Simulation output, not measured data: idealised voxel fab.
The process module presented herein is designated voxel transistor to metal.
Cross-section cut spans 165 nm and uses square cells 5 nm in size.
For the purposes of this document, a cross-section shall be understood as a grid of square cells, specified as bands listed in top-to-bottom order, each band consisting of one or more rows of cells. The band entry comprises the height of the band's top followed by the height of its bottom, expressed in nm, and subsequently the band's materials from left to right, each stated together with its width in nm. Where a single material is marked with the word "everywhere", that material fills the band from edge to edge. The word "air" represents empty space. The reference from which all heights are counted is 0, the level beneath which the as-received wafer is entirely one material; the lowest band, having no lower bound, proceeds downward and is written after the example "0..down". A width given as "30->40" starts at the first number in the band's top row and ends at the second number in its bottom row, shifting by an equal amount at every step from row to row. "no change", as given for a step, is the statement that not any cell of the cross-section underwent a change during that step. Basically, "Non-vented voids" tells you about the enclosed voids: empty spaces with no open way to the top, 8 cells or bigger, each written width x height at distance, where distance is from the left edge, all in nm. Anything after a step's settings on that line? It's the simulator's own note about the step. "overlay nm" denotes, for a step that has a mask, the displacement of the mask to the right of its planned place, with negative values corresponding to the left. Pairs follow: section before one process step, section after it down to the lowest changed band, step with settings underneath. Pairs may come from different runs of this module on the same starting wafer; continuity with the pair above only as stated in the "Pre-step view" entry.

### Pre-step view
	0..down  Si everywhere
	Non-vented voids: none

### Resulting Structure
	5..0  SiO2 everywhere
	Whatever lies below 0 is exactly as it was before.
	Non-vented voids: none
Which step turns the before cross-section above into the after cross-section? CONFORMAL_DEP: material SiO2, thk nm 5

Pre-step view: the cross-section after the pair above

### Resulting Structure
	20..5  SiN everywhere
	Whatever lies below 5 is exactly as it was before.
	Non-vented voids: none
Which step turns the before cross-section above into the after cross-section? CONFORMAL_DEP: material SiN, thk nm 15

Pre-step view: the cross-section after the pair above

### Resulting Structure
	20..5  air: 30, SiN: 105, air: 30
	Whatever lies below 5 is exactly as it was before.
	Non-vented voids: none
Which step turns the before cross-section above into the after cross-section? MASKED_ETCH: tone cover, mask id ACTIVE, width nm 105, etch materials SiN, depth nm 15, overlay nm 0

Pre-step view: the cross-section after the pair above

### Resulting Structure
	20..5  air: 30, SiN: 105, air: 30
	5..0  air: 30, SiO2: 105, air: 30
	Whatever lies below 0 is exactly as it was before.
	Non-vented voids: none
Which step turns the before cross-section above into the after cross-section? MASKED_ETCH: tone cover, mask id ACTIVE, width nm 105, etch materials SiO2, depth nm 5, overlay nm 0

Pre-step view: the cross-section after the pair above

### Resulting Structure
	20..5  air: 30, SiN: 105, air: 30
	5..0  air: 30, SiO2: 105, air: 30
	0..-25  air: 30, Si: 105, air: 30
	Whatever lies below -25 is exactly as it was before.
	Non-vented voids: none
Which step turns the before cross-section above into the after cross-section? MASKED_ETCH: tone cover, mask id ACTIVE, width nm 105, etch materials Si, depth nm 25, overlay nm 0

Pre-step view: the cross-section after the pair above

### Resulting Structure
	35..20  SiO2 everywhere
	20..5  SiO2: 30, SiN: 105, SiO2: 30
	5..0  SiO2 everywhere
	0..-25  SiO2: 30, Si: 105, SiO2: 30
	Whatever lies below -25 is exactly as it was before.
	Non-vented voids: none
Which step turns the before cross-section above into the after cross-section? FILL_DEP: material SiO2, thk nm 15

Pre-step view: the cross-section after the pair above

### Resulting Structure
	20..5  SiO2: 30, SiN: 105, SiO2: 30
	Whatever lies below 5 is exactly as it was before.
	Non-vented voids: none
Which step turns the before cross-section above into the after cross-section? CMP: height nm 20

Pre-step view: the cross-section after the pair above

### Resulting Structure
	20..10  air: 30, SiN: 105, air: 30
	Whatever lies below 10 is exactly as it was before.
	Non-vented voids: none
Which step turns the before cross-section above into the after cross-section? SELECTIVE_ETCH: etch materials SiO2, depth nm 10

Pre-step view: the cross-section after the pair above

### Resulting Structure
	10..5  SiO2: 30, air: 105, SiO2: 30
	Whatever lies below 5 is exactly as it was before.
	Non-vented voids: none
Which step turns the before cross-section above into the after cross-section? STRIP: etch materials SiN

Pre-step view: the cross-section after the pair above

### Resulting Structure
	5..0  SiO2: 25, air: 115, SiO2: 25
	Whatever lies below 0 is exactly as it was before.
	Non-vented voids: none
Which step turns the before cross-section above into the after cross-section? SELECTIVE_ETCH: etch materials SiO2, depth nm 5

Pre-step view: the cross-section after the pair above

### Resulting Structure
	5..0  SiO2: 25, air: 115, SiO2: 25
	0..-5  SiO2 everywhere
	Whatever lies below -5 is exactly as it was before.
	Non-vented voids: none
Which step turns the before cross-section above into the after cross-section? OXIDIZE: depth nm 5

Pre-step view: the cross-section after the pair above

### Resulting Structure
	25..20  polySi: 25, air: 115, polySi: 25
	20..5  polySi everywhere
	5..0  SiO2: 25, polySi: 115, SiO2: 25
	Whatever lies below 0 is exactly as it was before.
	Non-vented voids: none
Which step turns the before cross-section above into the after cross-section? DIRECTIONAL_DEP: material polySi, thk nm 20

Pre-step view: the cross-section after the pair above

### Resulting Structure
	40..35  SiCN: 25, air: 115, SiCN: 25
	35..25  SiCN everywhere
	25..20  polySi: 25, SiCN: 115, polySi: 25
	Whatever lies below 20 is exactly as it was before.
	Non-vented voids: none
Which step turns the before cross-section above into the after cross-section? DIRECTIONAL_DEP: material SiCN, thk nm 15

Pre-step view: the cross-section after the pair above

### Resulting Structure
	50..45  aC: 25, air: 115, aC: 25
	45..40  aC everywhere
	40..35  SiCN: 25, aC: 115, SiCN: 25
	Whatever lies below 35 is exactly as it was before.
	Non-vented voids: none
Which step turns the before cross-section above into the after cross-section? DIRECTIONAL_DEP: material aC, thk nm 10

Pre-step view: the cross-section after the pair above

### Resulting Structure
	75..50  air: 65, resist: 35, air: 65
	50..45  aC: 25, air: 40, resist: 35, air: 40, aC: 25
	Whatever lies below 45 is exactly as it was before.
	Non-vented voids: none
Which step turns the before cross-section above into the after cross-section? PATTERN: tone cover, mask id GATE, material resist, width nm 35, thk nm 25, overlay nm 0

Pre-step view: the cross-section after the pair above

### Resulting Structure
	65..45  air: 65, resist: 35, air: 65
	45..40  air: 65, aC: 35, air: 65
	40..35  SiCN: 25, air: 40, aC: 35, air: 40, SiCN: 25
	Whatever lies below 35 is exactly as it was before.
	Non-vented voids: none
Which step turns the before cross-section above into the after cross-section? DIRECTIONAL_ETCH: etch materials aC, depth nm 10

Pre-step view: the cross-section after the pair above

### Resulting Structure
	45..40  air: 65, aC: 35, air: 65
	Whatever lies below 40 is exactly as it was before.
	Non-vented voids: none
Which step turns the before cross-section above into the after cross-section? STRIP: etch materials resist

Pre-step view: the cross-section after the pair above

### Resulting Structure
	45..35  air: 65, aC: 35, air: 65
	35..25  air: 65, SiCN: 35, air: 65
	25..20  polySi: 25, air: 40, SiCN: 35, air: 40, polySi: 25
	Whatever lies below 20 is exactly as it was before.
	Non-vented voids: none
Which step turns the before cross-section above into the after cross-section? DIRECTIONAL_ETCH: etch materials SiCN, depth nm 25

Pre-step view: the cross-section after the pair above

### Resulting Structure
	45..35  air: 65, aC: 35, air: 65
	35..20  air: 65, SiCN: 35, air: 65
	20..5  air: 65, polySi: 35, air: 65
	5..0  SiO2: 25, air: 40, polySi: 35, air: 40, SiO2: 25
	Whatever lies below 0 is exactly as it was before.
	Non-vented voids: none
Which step turns the before cross-section above into the after cross-section? DIRECTIONAL_ETCH: etch materials polySi, depth nm 30

Pre-step view: the cross-section after the pair above

### Resulting Structure
	35..20  air: 65, SiCN: 35, air: 65
	Whatever lies below 20 is exactly as it was before.
	Non-vented voids: none
Which step turns the before cross-section above into the after cross-section? STRIP: etch materials aC

Pre-step view: the cross-section after the pair above

### Resulting Structure
	40..35  air: 60, SiO2: 45, air: 60
	35..20  air: 60, SiO2: 5, SiCN: 35, SiO2: 5, air: 60
	20..10  air: 60, SiO2: 5, polySi: 35, SiO2: 5, air: 60
	10..5  SiO2: 30, air: 30, SiO2: 5, polySi: 35, SiO2: 5, air: 30, SiO2: 30
	5..0  SiO2: 65, polySi: 35, SiO2: 65
	Whatever lies below 0 is exactly as it was before.
	Non-vented voids: none
Which step turns the before cross-section above into the after cross-section? CONFORMAL_DEP: material SiO2, thk nm 5

Pre-step view: the cross-section after the pair above

### Resulting Structure
	35..20  air: 60, SiO2: 5, SiCN: 35, SiO2: 5, air: 60
	20..5  air: 60, SiO2: 5, polySi: 35, SiO2: 5, air: 60
	5..0  SiO2: 30, air: 30, SiO2: 5, polySi: 35, SiO2: 5, air: 30, SiO2: 30
	Whatever lies below 0 is exactly as it was before.
	Non-vented voids: none
Which step turns the before cross-section above into the after cross-section? DIRECTIONAL_ETCH: etch materials SiO2, depth nm 5

Pre-step view: the cross-section after the pair above

### Resulting Structure
	45..35  air: 50, SiN: 65, air: 50
	35..20  air: 50, SiN: 10, SiO2: 5, SiCN: 35, SiO2: 5, SiN: 10, air: 50
	20..15  air: 50, SiN: 10, SiO2: 5, polySi: 35, SiO2: 5, SiN: 10, air: 50
	15..10  SiN: 40, air: 10, SiN: 10, SiO2: 5, polySi: 35, SiO2: 5, SiN: 10, air: 10, SiN: 40
	10..5  SiN: 60, SiO2: 5, polySi: 35, SiO2: 5, SiN: 60
	5..0  SiO2: 30, SiN: 30, SiO2: 5, polySi: 35, SiO2: 5, SiN: 30, SiO2: 30
	Whatever lies below 0 is exactly as it was before.
	Non-vented voids: none
Which step turns the before cross-section above into the after cross-section? CONFORMAL_DEP: material SiN, thk nm 10

Pre-step view: the cross-section after the pair above

### Resulting Structure
	35..20  air: 50, SiN: 10, SiO2: 5, SiCN: 35, SiO2: 5, SiN: 10, air: 50
	20..5  air: 50, SiN: 10, SiO2: 5, polySi: 35, SiO2: 5, SiN: 10, air: 50
	5..0  SiO2: 30, SiN: 10, air: 10, SiN: 10, SiO2: 5, polySi: 35, SiO2: 5, SiN: 10, air: 10, SiN: 10, SiO2: 30
	Whatever lies below 0 is exactly as it was before.
	Non-vented voids: none
Which step turns the before cross-section above into the after cross-section? DIRECTIONAL_ETCH: etch materials SiN, depth nm 10

Pre-step view: the cross-section after the pair above

### Resulting Structure
	35..30  air: 50, SiN: 10, air: 5, SiCN: 35, air: 5, SiN: 10, air: 50
	30..20  air: 50, SiN: 10, SiO2: 5, SiCN: 35, SiO2: 5, SiN: 10, air: 50
	20..5  air: 50, SiN: 10, SiO2: 5, polySi: 35, SiO2: 5, SiN: 10, air: 50
	5..0  air: 30, SiN: 10, air: 10, SiN: 10, SiO2: 5, polySi: 35, SiO2: 5, SiN: 10, air: 10, SiN: 10, air: 30
	0..-5  SiO2: 40, air: 10, SiO2: 65, air: 10, SiO2: 40
	Whatever lies below -5 is exactly as it was before.
	Non-vented voids: none
Which step turns the before cross-section above into the after cross-section? DIRECTIONAL_ETCH: etch materials SiO2, depth nm 5

Pre-step view: the cross-section after the pair above

### Resulting Structure
	35..30  air: 50, SiN: 10, air: 5, SiCN: 35, air: 5, SiN: 10, air: 50
	30..20  air: 50, SiN: 10, SiO2: 5, SiCN: 35, SiO2: 5, SiN: 10, air: 50
	20..5  air: 50, SiN: 10, SiO2: 5, polySi: 35, SiO2: 5, SiN: 10, air: 50
	5..0  air: 30, SiN: 10, air: 10, SiN: 10, SiO2: 5, polySi: 35, SiO2: 5, SiN: 10, air: 10, SiN: 10, air: 30
	0..-5  SiO2: 40, air: 10, SiO2: 65, air: 10, SiO2: 40
	-5..-10  SiO2: 30, Si: 10, air: 10, Si: 65, air: 10, Si: 10, SiO2: 30
	Whatever lies below -10 is exactly as it was before.
	Non-vented voids: none
Which step turns the before cross-section above into the after cross-section? DIRECTIONAL_ETCH: etch materials Si, depth nm 5

Pre-step view: the cross-section after the pair above

### Resulting Structure
	35..30  air: 50, SiN: 10, air: 5, SiCN: 35, air: 5, SiN: 10, air: 50
	30..20  air: 50, SiN: 10, SiO2: 5, SiCN: 35, SiO2: 5, SiN: 10, air: 50
	20..5  air: 50, SiN: 10, SiO2: 5, polySi: 35, SiO2: 5, SiN: 10, air: 50
	5..0  air: 30, SiN: 10, nSi: 10, SiN: 10, SiO2: 5, polySi: 35, SiO2: 5, SiN: 10, nSi: 10, SiN: 10, air: 30
	0..-5  SiO2: 40, nSi: 10, SiO2: 65, nSi: 10, SiO2: 40
	-5..-10  SiO2: 30, Si: 10, nSi: 10, Si: 65, nSi: 10, Si: 10, SiO2: 30
	Whatever lies below -10 is exactly as it was before.
	Non-vented voids: none
Which step turns the before cross-section above into the after cross-section? EPI: material nSi, thk nm 10

Pre-step view: the cross-section after the pair above

### Resulting Structure
	45..35  SiO2 everywhere
	35..20  SiO2: 50, SiN: 10, SiO2: 5, SiCN: 35, SiO2: 5, SiN: 10, SiO2: 50
	20..5  SiO2: 50, SiN: 10, SiO2: 5, polySi: 35, SiO2: 5, SiN: 10, SiO2: 50
	5..0  SiO2: 30, SiN: 10, nSi: 10, SiN: 10, SiO2: 5, polySi: 35, SiO2: 5, SiN: 10, nSi: 10, SiN: 10, SiO2: 30
	Whatever lies below 0 is exactly as it was before.
	Non-vented voids: none
Which step turns the before cross-section above into the after cross-section? FILL_DEP: material SiO2, thk nm 10

Pre-step view: the cross-section after the pair above

### Resulting Structure
	20..5  SiO2: 50, SiN: 10, SiO2: 5, polySi: 35, SiO2: 5, SiN: 10, SiO2: 50
	Whatever lies below 5 is exactly as it was before.
	Non-vented voids: none
Which step turns the before cross-section above into the after cross-section? CMP: height nm 20

Pre-step view: the cross-section after the pair above

### Resulting Structure
	20..5  SiO2: 50, SiN: 10, SiO2: 5, air: 35, SiO2: 5, SiN: 10, SiO2: 50
	5..0  SiO2: 30, SiN: 10, nSi: 10, SiN: 10, SiO2: 5, air: 35, SiO2: 5, SiN: 10, nSi: 10, SiN: 10, SiO2: 30
	Whatever lies below 0 is exactly as it was before.
	Non-vented voids: none
Which step turns the before cross-section above into the after cross-section? STRIP: etch materials polySi

Pre-step view: the cross-section after the pair above

### Resulting Structure
	20..15  air: 50, SiN: 10, air: 45, SiN: 10, air: 50
	15..5  SiO2: 50, SiN: 10, air: 45, SiN: 10, SiO2: 50
	5..0  SiO2: 30, SiN: 10, nSi: 10, SiN: 10, air: 45, SiN: 10, nSi: 10, SiN: 10, SiO2: 30
	0..-5  SiO2: 40, nSi: 10, SiO2: 10, air: 45, SiO2: 10, nSi: 10, SiO2: 40
	Whatever lies below -5 is exactly as it was before.
	Non-vented voids: none
Which step turns the before cross-section above into the after cross-section? SELECTIVE_ETCH: etch materials SiO2, depth nm 5

Pre-step view: the cross-section after the pair above

### Resulting Structure
	25..20  air: 45, HfO2: 20, air: 35, HfO2: 20, air: 45
	20..15  HfO2: 50, SiN: 10, HfO2: 5, air: 35, HfO2: 5, SiN: 10, HfO2: 50
	15..5  SiO2: 50, SiN: 10, HfO2: 5, air: 35, HfO2: 5, SiN: 10, SiO2: 50
	5..0  SiO2: 30, SiN: 10, nSi: 10, SiN: 10, HfO2: 5, air: 35, HfO2: 5, SiN: 10, nSi: 10, SiN: 10, SiO2: 30
	0..-5  SiO2: 40, nSi: 10, SiO2: 10, HfO2: 45, SiO2: 10, nSi: 10, SiO2: 40
	Whatever lies below -5 is exactly as it was before.
	Non-vented voids: none
Which step turns the before cross-section above into the after cross-section? CONFORMAL_DEP: material HfO2, thk nm 5

Pre-step view: the cross-section after the pair above

### Resulting Structure
	30..25  air: 40, TiN: 30, air: 25, TiN: 30, air: 40
	25..20  TiN: 45, HfO2: 20, TiN: 5, air: 25, TiN: 5, HfO2: 20, TiN: 45
	20..15  HfO2: 50, SiN: 10, HfO2: 5, TiN: 5, air: 25, TiN: 5, HfO2: 5, SiN: 10, HfO2: 50
	15..5  SiO2: 50, SiN: 10, HfO2: 5, TiN: 5, air: 25, TiN: 5, HfO2: 5, SiN: 10, SiO2: 50
	5..0  SiO2: 30, SiN: 10, nSi: 10, SiN: 10, HfO2: 5, TiN: 35, HfO2: 5, SiN: 10, nSi: 10, SiN: 10, SiO2: 30
	Whatever lies below 0 is exactly as it was before.
	Non-vented voids: none
Which step turns the before cross-section above into the after cross-section? CONFORMAL_DEP: material TiN, thk nm 5

Pre-step view: the cross-section after the pair above

### Resulting Structure
	40..30  W everywhere
	30..25  W: 40, TiN: 30, W: 25, TiN: 30, W: 40
	25..20  TiN: 45, HfO2: 20, TiN: 5, W: 25, TiN: 5, HfO2: 20, TiN: 45
	20..15  HfO2: 50, SiN: 10, HfO2: 5, TiN: 5, W: 25, TiN: 5, HfO2: 5, SiN: 10, HfO2: 50
	15..5  SiO2: 50, SiN: 10, HfO2: 5, TiN: 5, W: 25, TiN: 5, HfO2: 5, SiN: 10, SiO2: 50
	Whatever lies below 5 is exactly as it was before.
	Non-vented voids: none
Which step turns the before cross-section above into the after cross-section? FILL_DEP: material W, thk nm 10

Pre-step view: the cross-section after the pair above

### Resulting Structure
	15..5  SiO2: 50, SiN: 10, HfO2: 5, TiN: 5, W: 25, TiN: 5, HfO2: 5, SiN: 10, SiO2: 50
	Whatever lies below 5 is exactly as it was before.
	Non-vented voids: none
Which step turns the before cross-section above into the after cross-section? CMP: height nm 15

Pre-step view: the cross-section after the pair above

### Resulting Structure
	25..15  SiO2 everywhere
	Whatever lies below 15 is exactly as it was before.
	Non-vented voids: none
Which step turns the before cross-section above into the after cross-section? DIRECTIONAL_DEP: material SiO2, thk nm 10

Pre-step view: the cross-section after the pair above

### Resulting Structure
	25..15  SiO2: 35, air: 15, SiO2: 65, air: 15, SiO2: 35
	15..5  SiO2: 35, air: 15, SiN: 10, HfO2: 5, TiN: 5, W: 25, TiN: 5, HfO2: 5, SiN: 10, air: 15, SiO2: 35
	Whatever lies below 5 is exactly as it was before.
	Non-vented voids: none
Which step turns the before cross-section above into the after cross-section? MASKED_ETCH: tone open, mask id CONTACT, width nm 15, pitch nm 80, etch materials SiO2, depth nm 20, overlay nm 0

Pre-step view: the cross-section after the pair above

### Resulting Structure
	30..25  TiN: 40, air: 5, TiN: 75, air: 5, TiN: 40
	25..15  SiO2: 35, TiN: 5, air: 5, TiN: 5, SiO2: 65, TiN: 5, air: 5, TiN: 5, SiO2: 35
	15..10  SiO2: 35, TiN: 5, air: 5, TiN: 5, SiN: 10, HfO2: 5, TiN: 5, W: 25, TiN: 5, HfO2: 5, SiN: 10, TiN: 5, air: 5, TiN: 5, SiO2: 35
	10..5  SiO2: 35, TiN: 15, SiN: 10, HfO2: 5, TiN: 5, W: 25, TiN: 5, HfO2: 5, SiN: 10, TiN: 15, SiO2: 35
	Whatever lies below 5 is exactly as it was before.
	Non-vented voids: none
Which step turns the before cross-section above into the after cross-section? CONFORMAL_DEP: material TiN, thk nm 5

Pre-step view: the cross-section after the pair above

### Resulting Structure
	35..30  W everywhere
	30..25  TiN: 40, W: 5, TiN: 75, W: 5, TiN: 40
	25..15  SiO2: 35, TiN: 5, W: 5, TiN: 5, SiO2: 65, TiN: 5, W: 5, TiN: 5, SiO2: 35
	15..10  SiO2: 35, TiN: 5, W: 5, TiN: 5, SiN: 10, HfO2: 5, TiN: 5, W: 25, TiN: 5, HfO2: 5, SiN: 10, TiN: 5, W: 5, TiN: 5, SiO2: 35
	Whatever lies below 10 is exactly as it was before.
	Non-vented voids: none
Which step turns the before cross-section above into the after cross-section? FILL_DEP: material W, thk nm 5

Pre-step view: the cross-section after the pair above

### Resulting Structure
	25..15  SiO2: 35, TiN: 5, W: 5, TiN: 5, SiO2: 65, TiN: 5, W: 5, TiN: 5, SiO2: 35
	Whatever lies below 15 is exactly as it was before.
	Non-vented voids: none
Which step turns the before cross-section above into the after cross-section? CMP: height nm 25

Pre-step view: the cross-section after the pair above

### Resulting Structure
	30..25  SiCN everywhere
	Whatever lies below 25 is exactly as it was before.
	Non-vented voids: none
Which step turns the before cross-section above into the after cross-section? CONFORMAL_DEP: material SiCN, thk nm 5

Pre-step view: the cross-section after the pair above

### Resulting Structure
	50..30  SiO2 everywhere
	Whatever lies below 30 is exactly as it was before.
	Non-vented voids: none
Which step turns the before cross-section above into the after cross-section? DIRECTIONAL_DEP: material SiO2, thk nm 20

Pre-step view: the cross-section after the pair above

### Resulting Structure
	60..50  aC everywhere
	Whatever lies below 50 is exactly as it was before.
	Non-vented voids: none
Which step turns the before cross-section above into the after cross-section? DIRECTIONAL_DEP: material aC, thk nm 10

Pre-step view: the cross-section after the pair above

### Resulting Structure
	85..60  resist: 35, air: 15, resist: 65, air: 15, resist: 35
	Whatever lies below 60 is exactly as it was before.
	Non-vented voids: none
Which step turns the before cross-section above into the after cross-section? PATTERN: tone open, mask id METAL_1, material resist, width nm 15, pitch nm 80, thk nm 25, overlay nm 0

Pre-step view: the cross-section after the pair above

### Resulting Structure
	75..60  resist: 35, air: 15, resist: 65, air: 15, resist: 35
	60..50  aC: 35, air: 15, aC: 65, air: 15, aC: 35
	Whatever lies below 50 is exactly as it was before.
	Non-vented voids: none
Which step turns the before cross-section above into the after cross-section? DIRECTIONAL_ETCH: etch materials aC, depth nm 10

Pre-step view: the cross-section after the pair above

### Resulting Structure
	60..50  aC: 35, air: 15, aC: 65, air: 15, aC: 35
	Whatever lies below 50 is exactly as it was before.
	Non-vented voids: none
Which step turns the before cross-section above into the after cross-section? STRIP: etch materials resist

Pre-step view: the cross-section after the pair above

### Resulting Structure
	60..50  aC: 35, air: 15, aC: 65, air: 15, aC: 35
	50..30  SiO2: 35, air: 15, SiO2: 65, air: 15, SiO2: 35
	Whatever lies below 30 is exactly as it was before.
	Non-vented voids: none
Which step turns the before cross-section above into the after cross-section? DIRECTIONAL_ETCH: etch materials SiO2, depth nm 20

Pre-step view: the cross-section after the pair above

### Resulting Structure
	60..50  aC: 35, air: 15, aC: 65, air: 15, aC: 35
	50..30  SiO2: 35, air: 15, SiO2: 65, air: 15, SiO2: 35
	30..25  SiCN: 35, air: 15, SiCN: 65, air: 15, SiCN: 35
	Whatever lies below 25 is exactly as it was before.
	Non-vented voids: none
Which step turns the before cross-section above into the after cross-section? DIRECTIONAL_ETCH: etch materials SiCN, depth nm 5

Pre-step view: the cross-section after the pair above

### Resulting Structure
	50..30  SiO2: 35, air: 15, SiO2: 65, air: 15, SiO2: 35
	Whatever lies below 30 is exactly as it was before.
	Non-vented voids: none
Which step turns the before cross-section above into the after cross-section? STRIP: etch materials aC

Pre-step view: the cross-section after the pair above

### Resulting Structure
	55..50  TiN: 40, air: 5, TiN: 75, air: 5, TiN: 40
	50..30  SiO2: 35, TiN: 5, air: 5, TiN: 5, SiO2: 65, TiN: 5, air: 5, TiN: 5, SiO2: 35
	30..25  SiCN: 35, TiN: 15, SiCN: 65, TiN: 15, SiCN: 35
	Whatever lies below 25 is exactly as it was before.
	Non-vented voids: none
Which step turns the before cross-section above into the after cross-section? CONFORMAL_DEP: material TiN, thk nm 5

Pre-step view: the cross-section after the pair above

### Resulting Structure
	65..55  Cu everywhere
	55..50  TiN: 40, Cu: 5, TiN: 75, Cu: 5, TiN: 40
	50..30  SiO2: 35, TiN: 5, Cu: 5, TiN: 5, SiO2: 65, TiN: 5, Cu: 5, TiN: 5, SiO2: 35
	Whatever lies below 30 is exactly as it was before.
	Non-vented voids: none
Which step turns the before cross-section above into the after cross-section? FILL_DEP: material Cu, thk nm 10

Pre-step view: the cross-section after the pair above

### Resulting Structure
	50..30  SiO2: 35, TiN: 5, Cu: 5, TiN: 5, SiO2: 65, TiN: 5, Cu: 5, TiN: 5, SiO2: 35
	Whatever lies below 30 is exactly as it was before.
	Non-vented voids: none
Which step turns the before cross-section above into the after cross-section? CMP: height nm 50

Pre-step view: the cross-section after the pair above

### Resulting Structure
	55..50  SiCN everywhere
	Whatever lies below 50 is exactly as it was before.
	Non-vented voids: none
Which step turns the before cross-section above into the after cross-section? CONFORMAL_DEP: material SiCN, thk nm 5

Pre-step view: the cross-section after the pair above

### Resulting Structure
	80..55  lowk everywhere
	Whatever lies below 55 is exactly as it was before.
	Non-vented voids: none
Which step turns the before cross-section above into the after cross-section? DIRECTIONAL_DEP: material lowk, thk nm 25

Pre-step view: the cross-section after the pair above

### Resulting Structure
	80..65  lowk: 35, air: 15, lowk: 65, air: 15, lowk: 35
	Whatever lies below 65 is exactly as it was before.
	Non-vented voids: none
Which step turns the before cross-section above into the after cross-section? MASKED_ETCH: tone open, mask id METAL_2, width nm 15, pitch nm 80, etch materials lowk, depth nm 15, overlay nm 0

Pre-step view: the cross-section after the pair above

### Resulting Structure
	80..55  lowk: 35, air: 15, lowk: 65, air: 15, lowk: 35
	Whatever lies below 55 is exactly as it was before.
	Non-vented voids: none
Which step turns the before cross-section above into the after cross-section? MASKED_ETCH: tone open, mask id METAL_2_HOLES, width nm 15, pitch nm 80, etch materials lowk, depth nm 10, overlay nm 0

Pre-step view: the cross-section after the pair above

### Resulting Structure
	80..55  lowk: 35, air: 15, lowk: 65, air: 15, lowk: 35
	55..50  SiCN: 35, air: 15, SiCN: 65, air: 15, SiCN: 35
	Whatever lies below 50 is exactly as it was before.
	Non-vented voids: none
Which step turns the before cross-section above into the after cross-section? MASKED_ETCH: tone open, mask id METAL_2_HOLES, width nm 15, pitch nm 80, etch materials SiCN, depth nm 5, overlay nm 0

Pre-step view: the cross-section after the pair above

### Resulting Structure
	85..80  TiN: 40, air: 5, TiN: 75, air: 5, TiN: 40
	80..55  lowk: 35, TiN: 5, air: 5, TiN: 5, lowk: 65, TiN: 5, air: 5, TiN: 5, lowk: 35
	55..50  SiCN: 35, TiN: 15, SiCN: 65, TiN: 15, SiCN: 35
	Whatever lies below 50 is exactly as it was before.
	Non-vented voids: none
Which step turns the before cross-section above into the after cross-section? CONFORMAL_DEP: material TiN, thk nm 5

Pre-step view: the cross-section after the pair above

### Resulting Structure
	90..85  Ru everywhere
	85..80  TiN: 40, Ru: 5, TiN: 75, Ru: 5, TiN: 40
	80..55  lowk: 35, TiN: 5, Ru: 5, TiN: 5, lowk: 65, TiN: 5, Ru: 5, TiN: 5, lowk: 35
	Whatever lies below 55 is exactly as it was before.
	Non-vented voids: none
Which step turns the before cross-section above into the after cross-section? FILL_DEP: material Ru, thk nm 5

Pre-step view: the cross-section after the pair above

### Resulting Structure
	80..55  lowk: 35, TiN: 5, Ru: 5, TiN: 5, lowk: 65, TiN: 5, Ru: 5, TiN: 5, lowk: 35
	Whatever lies below 55 is exactly as it was before.
	Non-vented voids: none
Which step turns the before cross-section above into the after cross-section? CMP: height nm 80

Pre-step view: the cross-section after the pair above

### Resulting Structure
	85..80  SiCN everywhere
	Whatever lies below 80 is exactly as it was before.
	Non-vented voids: none
Which step turns the before cross-section above into the after cross-section? CONFORMAL_DEP: material SiCN, thk nm 5

### Pre-step view
	65..55  Cu everywhere
	55..50  TiN: 40, Cu: 5, TiN: 75, Cu: 5, TiN: 40
	50..30  SiO2: 35, TiN: 5, Cu: 5, TiN: 5, SiO2: 65, TiN: 5, Cu: 5, TiN: 5, SiO2: 35
	30..25  SiCN: 35, TiN: 15, SiCN: 65, TiN: 15, SiCN: 35
	25..15  SiO2: 35, TiN: 5, W: 5, TiN: 5, SiO2: 65, TiN: 5, W: 5, TiN: 5, SiO2: 35
	15..10  SiO2: 35, TiN: 5, W: 5, TiN: 5, SiN: 10, HfO2: 5, TiN: 5, W: 25, TiN: 5, HfO2: 5, SiN: 10, TiN: 5, W: 5, TiN: 5, SiO2: 35
	10..5  SiO2: 35, TiN: 15, SiN: 10, HfO2: 5, TiN: 5, W: 25, TiN: 5, HfO2: 5, SiN: 10, TiN: 15, SiO2: 35
	5..0  SiO2: 30, SiN: 10, nSi: 10, SiN: 10, HfO2: 5, TiN: 35, HfO2: 5, SiN: 10, nSi: 10, SiN: 10, SiO2: 30
	0..-5  SiO2: 40, nSi: 10, SiO2: 10, HfO2: 45, SiO2: 10, nSi: 10, SiO2: 40
	-5..-10  SiO2: 30, Si: 10, nSi: 10, Si: 65, nSi: 10, Si: 10, SiO2: 30
	-10..-25  SiO2: 30, Si: 105, SiO2: 30
	-25..down  Si everywhere
	Non-vented voids: none

### Resulting Structure
	70..65  SiCN everywhere
	Whatever lies below 65 is exactly as it was before.
	Non-vented voids: none
Which step turns the before cross-section above into the after cross-section? CONFORMAL_DEP: material SiCN, thk nm 5

Pre-step view: the cross-section after the pair above

### Resulting Structure
	95..70  lowk everywhere
	Whatever lies below 70 is exactly as it was before.
	Non-vented voids: none
Which step turns the before cross-section above into the after cross-section? DIRECTIONAL_DEP: material lowk, thk nm 25

Pre-step view: the cross-section after the pair above

### Resulting Structure
	95..80  lowk: 35, air: 15, lowk: 65, air: 15, lowk: 35
	Whatever lies below 80 is exactly as it was before.
	Non-vented voids: none
Which step turns the before cross-section above into the after cross-section? MASKED_ETCH: tone open, mask id METAL_2, width nm 15, pitch nm 80, etch materials lowk, depth nm 15, overlay nm 0

Pre-step view: the cross-section after the pair above

### Resulting Structure
	95..70  lowk: 35, air: 15, lowk: 65, air: 15, lowk: 35
	Whatever lies below 70 is exactly as it was before.
	Non-vented voids: none
Which step turns the before cross-section above into the after cross-section? MASKED_ETCH: tone open, mask id METAL_2_HOLES, width nm 15, pitch nm 80, etch materials lowk, depth nm 10, overlay nm 0

Pre-step view: the cross-section after the pair above

### Resulting Structure
	95..70  lowk: 35, air: 15, lowk: 65, air: 15, lowk: 35
	70..65  SiCN: 35, air: 15, SiCN: 65, air: 15, SiCN: 35
	Whatever lies below 65 is exactly as it was before.
	Non-vented voids: none
Which step turns the before cross-section above into the after cross-section? MASKED_ETCH: tone open, mask id METAL_2_HOLES, width nm 15, pitch nm 80, etch materials SiCN, depth nm 5, overlay nm 0

Pre-step view: the cross-section after the pair above

### Resulting Structure
	100..95  TiN: 40, air: 5, TiN: 75, air: 5, TiN: 40
	95..70  lowk: 35, TiN: 5, air: 5, TiN: 5, lowk: 65, TiN: 5, air: 5, TiN: 5, lowk: 35
	70..65  SiCN: 35, TiN: 15, SiCN: 65, TiN: 15, SiCN: 35
	Whatever lies below 65 is exactly as it was before.
	Non-vented voids: none
Which step turns the before cross-section above into the after cross-section? CONFORMAL_DEP: material TiN, thk nm 5

Pre-step view: the cross-section after the pair above

### Resulting Structure
	105..100  Ru everywhere
	100..95  TiN: 40, Ru: 5, TiN: 75, Ru: 5, TiN: 40
	95..70  lowk: 35, TiN: 5, Ru: 5, TiN: 5, lowk: 65, TiN: 5, Ru: 5, TiN: 5, lowk: 35
	Whatever lies below 70 is exactly as it was before.
	Non-vented voids: none
Which step turns the before cross-section above into the after cross-section? FILL_DEP: material Ru, thk nm 5
